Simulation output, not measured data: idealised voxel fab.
The following process module bears the name voxel capacitor over wiring.
For reference, the cross-section in this document is cut, with width 140 nm and square cells of 5 nm.
For the purposes of this document, a cross-section shall be understood as a grid of square cells, specified as bands listed in top-to-bottom order, each band consisting of one or more rows of cells. This entry defines a band. It first specifies the height of the band's top and the height of its bottom in nm, and then specifies the band's materials from left to right, stating each material with its width in nm. The word "throughout" identifies a single material that fills the band from edge to edge, while the word "air" identifies empty space. For the purposes of this specification, 0 denotes the height below which the wafer in its as-received condition is composed wholly of one material, and the lowermost band, lacking a lower limit, extends downward without end, as expressed in "0 and below". When a width is written as two numbers, as in "30..40", the first number is the width in the top row of cells of the band and the second is the width in its bottom row, and the width changes by the same amount from each row to the next. It should be understood that the words "nothing different", when stated for a given step, signify that the cross-section underwent no change in any of its cells during that step. "Sealed internal cavities" specifies each empty space that is not open to the top and that occupies no fewer than 8 cells, using the form width x height at distance, the distance measured from the left edge and all three quantities in nm. It should be noted that, on the line of a given step, the content following the step's settings is a remark produced by the simulator itself with respect to that step. overlay nm: step with mask; distance mask lay right of planned place; negative value = left of planned place.

### The steps planned for the process are as follows
- 1: op RECEIVE | material Si
- 2: op CONFORMAL_DEP | material SiO2 | thk nm 10
- 3: op DIRECTIONAL_DEP | material TiN | thk nm 5
- 4: op DIRECTIONAL_DEP | material Ru | thk nm 25
- 5: op MASKED_ETCH | tone cover | mask id METAL_1 | width nm 25 | pitch nm 80 | etch materials Ru | depth nm 25 | overlay nm 0
- 6: op MASKED_ETCH | tone cover | mask id METAL_1 | width nm 25 | pitch nm 80 | etch materials TiN | depth nm 5 | overlay nm 0
- 7: op CONFORMAL_DEP | material SiN | thk nm 5
- 8: op FILL_DEP | material SiO2 | thk nm 5
- 9: op CMP | height nm 40
- 10: op CONFORMAL_DEP | material SiCN | thk nm 5
- 11: op DIRECTIONAL_DEP | material lowk | thk nm 15
- 12: op DIRECTIONAL_DEP | material aC | thk nm 10
- 13: op PATTERN | tone open | mask id PLUG_1 | material resist | width nm 15 | thk nm 25 | overlay nm 0
- 14: op DIRECTIONAL_ETCH | etch materials aC | depth nm 10
- 15: op STRIP | etch materials resist
- 16: op DIRECTIONAL_ETCH | etch materials lowk | depth nm 15
- 17: op DIRECTIONAL_ETCH | etch materials SiCN | depth nm 5
- 18: op STRIP | etch materials aC
- 19: op CONFORMAL_DEP | material TiN | thk nm 5
- 20: op FILL_DEP | material Ru | thk nm 5
- 21: op CMP | height nm 60
- 22: op DIRECTIONAL_DEP | material TiN | thk nm 5
- 23: op DIRECTIONAL_DEP | material Al2O3 | thk nm 5
- 24: op DIRECTIONAL_DEP | material TiN | thk nm 10
- 25: op MASKED_ETCH | tone cover | mask id UPPER_PLATE | width nm 60 | etch materials TiN | depth nm 10 | overlay nm 0
- 26: op MASKED_ETCH | tone cover | mask id UPPER_PLATE | width nm 60 | etch materials Al2O3 | depth nm 5 | overlay nm 0
- 27: op DIRECTIONAL_DEP | material aC | thk nm 10
- 28: op PATTERN | tone cover | mask id LOWER_PLATE | material resist | width nm 70 | thk nm 30 | overlay nm 0
- 29: op DIRECTIONAL_ETCH | etch materials aC | depth nm 10
- 30: op STRIP | etch materials resist
- 31: op DIRECTIONAL_ETCH | etch materials TiN | depth nm 5
- 32: op STRIP | etch materials aC
- 33: op FILL_DEP | material SiO2 | thk nm 20
- 34: op CMP | height nm 95
- 35: op PATTERN | tone open | mask id PLUG_2 | material resist | width nm 15 | thk nm 15 | overlay nm -15
- 36: op DIRECTIONAL_ETCH | etch materials SiO2 | depth nm 15
- 37: op STRIP | etch materials resist
- 38: op CONFORMAL_DEP | material TiN | thk nm 5
- 39: op FILL_DEP | material Ru | thk nm 5
- 40: op CMP | height nm 95
- 41: op CONFORMAL_DEP | material SiN | thk nm 5
Variable across wafers: step 35 overlay nm (plan value is that of the first wafer; starting state common to all).

### The first of several wafers as received, shown in cross-section; this is its state after step 1
	0 and below  Si throughout
	Sealed internal cavities: none

### The table below has one row for each wafer; a row shows, as of the end of the module, how many cells of each material the wafer has gained, marked (+), or lost, marked (-), since it was received, and then the wafer's closed voids
overlay nm -15; +12 Al2O3; +55 Ru; +25 SiCN; +66 SiN; +263 SiO2; +64 TiN; +75 lowk; Sealed internal cavities: none
overlay nm -10; +12 Al2O3; +55 Ru; +25 SiCN; +66 SiN; +263 SiO2; +64 TiN; +75 lowk; Sealed internal cavities: none
overlay nm -5; +12 Al2O3; +55 Ru; +25 SiCN; +66 SiN; +263 SiO2; +64 TiN; +75 lowk; Sealed internal cavities: none
overlay nm 0; +12 Al2O3; +55 Ru; +25 SiCN; +66 SiN; +263 SiO2; +64 TiN; +75 lowk; Sealed internal cavities: none
overlay nm 5; +12 Al2O3; +55 Ru; +25 SiCN; +66 SiN; +263 SiO2; +64 TiN; +75 lowk; Sealed internal cavities: none
overlay nm 10; +12 Al2O3; +55 Ru; +25 SiCN; +66 SiN; +263 SiO2; +64 TiN; +75 lowk; Sealed internal cavities: none
overlay nm 15; +12 Al2O3; +55 Ru; +25 SiCN; +66 SiN; +263 SiO2; +64 TiN; +75 lowk; Sealed internal cavities: none
